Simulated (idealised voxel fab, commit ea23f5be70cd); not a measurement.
Title: Process Module voxel lift off
For reference, the cross-section in this document is cut, with width 290 nm and square cells of 5 nm.
When this document writes out a cross-section, it uses a grid of square cells and lists it as bands, beginning at the top and moving down, with a band standing for one or more rows of cells.
Read a band's entry like this: the first values are the height of its top and the height of its bottom in nm, and what follows is the sequence of materials from left to right, each with its width in nm. Note that "empty" is empty space, and that a single material marked "all across" reaches across the band from edge to edge.
We count height from 0. Below that, the starting wafer is all one material. The lowest band never ends at the bottom but goes on down; see "top 0, no bottom" for how that is written.
Top row gets the first number, bottom row gets the second, and each row in between changes by the same step: that is how a band width like "30 to 40" works.
It should be understood that the words "nothing was modified", when stated for a given step, signify that the cross-section underwent no change in any of its cells during that step.
So "Unvented internal voids" is basically the list of trapped voids: any empty space of 8 cells or more that can't reach the top through an opening. They're written width x height at distance, the distance being from the left edge, and it's all nm.
after a step's settings: what the simulator itself notes on the step
overlay nm: how far to the right of its planned place the mask lay on this masked step (negative: to the left).
Planned step list for the process:
1) RECEIVE (material Si)
2) CONFORMAL_DEP (material SiO2; thk nm 10)
3) PATTERN (tone open; mask id LINES; material resist; width nm 20; pitch nm 35; thk nm 20; overlay nm 0)
4) DIRECTIONAL_DEP (material Ru; thk nm 10)
5) STRIP (etch materials resist)
6) CONFORMAL_DEP (material SiCN; thk nm 5)
Cross-section of the wafer upon arrival, representing the state reached after step 1:
> top 0, no bottom = Si all across
> Unvented internal voids: none
End-of-module cross-section of the first of two wafers, processed as planned:
> top 25, bottom 20 = 75 of empty / 30 of SiCN / 5 of empty / 30 of SiCN / 5 of empty / 30 of SiCN / 5 of empty / 30 of SiCN / 80 of empty
> top 20, bottom 15 = 75 of empty / 5 of SiCN / 20 of Ru / 5 of SiCN / 5 of empty / 5 of SiCN / 20 of Ru / 5 of SiCN / 5 of empty / 5 of SiCN / 20 of Ru / 5 of SiCN / 5 of empty / 5 of SiCN / 20 of Ru / 5 of SiCN / 80 of empty
> top 15, bottom 10 = 80 of SiCN / 20 of Ru / 15 of SiCN / 20 of Ru / 15 of SiCN / 20 of Ru / 15 of SiCN / 20 of Ru / 85 of SiCN
> top 10, bottom 0 = SiO2 all across
> top 0, no bottom = Si all across
> Unvented internal voids: none
Wafer two, sectioned after the module: the first wafer's start, the first wafer's plan, and one mistake in how it was run:
> top 20, bottom 10 = 80 of empty / 20 of Ru / 15 of empty / 20 of Ru / 15 of empty / 20 of Ru / 15 of empty / 20 of Ru / 85 of empty
> top 10, bottom 0 = SiO2 all across
> top 0, no bottom = Si all across
> Unvented internal voids: none
Heads up, the wafer didn't run the way we planned it: with respect to the plan, step 6 was omitted and not executed
It is noted that, at the conclusion of processing, the second wafer exhibits a higher or lower cell count for certain materials relative to the first: 74 fewer of SiCN
